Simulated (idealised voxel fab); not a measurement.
The process module that follows is named voxel released beams.
Square cell edge 5 nm, section width 185 nm, ID cut.
Cross-section layout: square cells on a grid; listed as bands, top to bottom; a band spans one or more cell rows. The band entry comprises the height of the band's top followed by the height of its bottom, expressed in nm, and subsequently the band's materials from left to right, each stated together with its width in nm. Where a single material is marked with the word "throughout", that material fills the band from edge to edge. The word "blank" represents empty space. All heights in this document are referenced to 0, defined as the level beneath which the wafer, as received, consists entirely of one material. The lowest band is not bounded below; it extends indefinitely downward and is written in the form "0 down". Width spec "30..40" -> top row of cells at first value, bottom row at second value, equal per-row change in between. When a step is marked "changes: none", none of the cells in the cross-section changed during that step. "Enclosed internal cavities": empty spaces of 8 cells or more with no open way to the top, each given as width x height at distance, distance from the left edge, all in nm. Formally, on a step line, whatever follows the settings is a remark that the simulator itself makes on the step. Steps that use a mask can have "overlay nm" on their line. It says how far the mask sat to the right of where it was meant to be. Negative means to the left.

## The steps planned for the process are as follows
step 1: op RECEIVE | material Si
step 2: op CONFORMAL_DEP | material Al2O3 | thk nm 10
step 3: op DIRECTIONAL_DEP | material SiO2 | thk nm 20
step 4: op DIRECTIONAL_DEP | material aC | thk nm 10
step 5: op PATTERN | tone open | mask id ANCHOR | material resist | width nm 45 | thk nm 30 | overlay nm 0
step 6: op DIRECTIONAL_ETCH | etch materials aC | depth nm 10
step 7: op STRIP | etch materials resist
step 8: op DIRECTIONAL_ETCH | etch materials SiO2 | depth nm 20
step 9: op STRIP | etch materials aC
step 10: op CONFORMAL_DEP | material polySi | thk nm 15
step 11: op MASKED_ETCH | tone cover | mask id BEAM | width nm 110 | etch materials polySi | depth nm 5 | overlay nm 0
step 12: op STRIP | etch materials SiO2
Where the wafers of this document differ is in the depth nm of step 11; they start out the same, and the plan states the value that applied to the first wafer.

## As-received state after step 1, first of several wafers, cross-section
* 0 down = Si throughout
* Enclosed internal cavities: none

## Cross-sectional representation of the first of several wafers at the end of the module, i.e. after its terminal step, step 12
* 45 to 40 = blank 35 nm, polySi 20 nm, blank 15 nm, polySi 75 nm, blank 40 nm
* 40 to 30 = polySi 55 nm, blank 15 nm, polySi 115 nm
* 30 to 25 = SiO2 40 nm, polySi 15 nm, blank 15 nm, polySi 15 nm, SiO2 100 nm
* 25 to 10 = SiO2 40 nm, polySi 45 nm, SiO2 100 nm
* 10 to 0 = Al2O3 throughout
* 0 down = Si throughout
* Enclosed internal cavities: none

## Last wafer of the set, cross-sectioned at end of module
* 45 to 30 = blank 35 nm, polySi 20 nm, blank 15 nm, polySi 75 nm, blank 40 nm
* 30 to 25 = blank 40 nm, polySi 15 nm, blank 15 nm, polySi 15 nm, blank 100 nm
* 25 to 10 = blank 40 nm, polySi 45 nm, blank 100 nm
* 10 to 0 = Al2O3 throughout
* 0 down = Si throughout
* Enclosed internal cavities: none

## Heads up, this table goes wafer by wafer. A row tells you, at the end of the module, how many cells of each material that wafer has put on (+) or dropped (-) since it was received, and then its closed voids
depth nm 5; +74 Al2O3; +112 SiO2; +120 polySi; Enclosed internal cavities: none
depth nm 10; +74 Al2O3; +112 SiO2; +105 polySi; Enclosed internal cavities: none
depth nm 15; +74 Al2O3; +90 polySi; Enclosed internal cavities: none
depth nm 20; +74 Al2O3; +90 polySi; Enclosed internal cavities: none
depth nm 25; +74 Al2O3; +90 polySi; Enclosed internal cavities: none
depth nm 30; +74 Al2O3; +90 polySi; Enclosed internal cavities: none
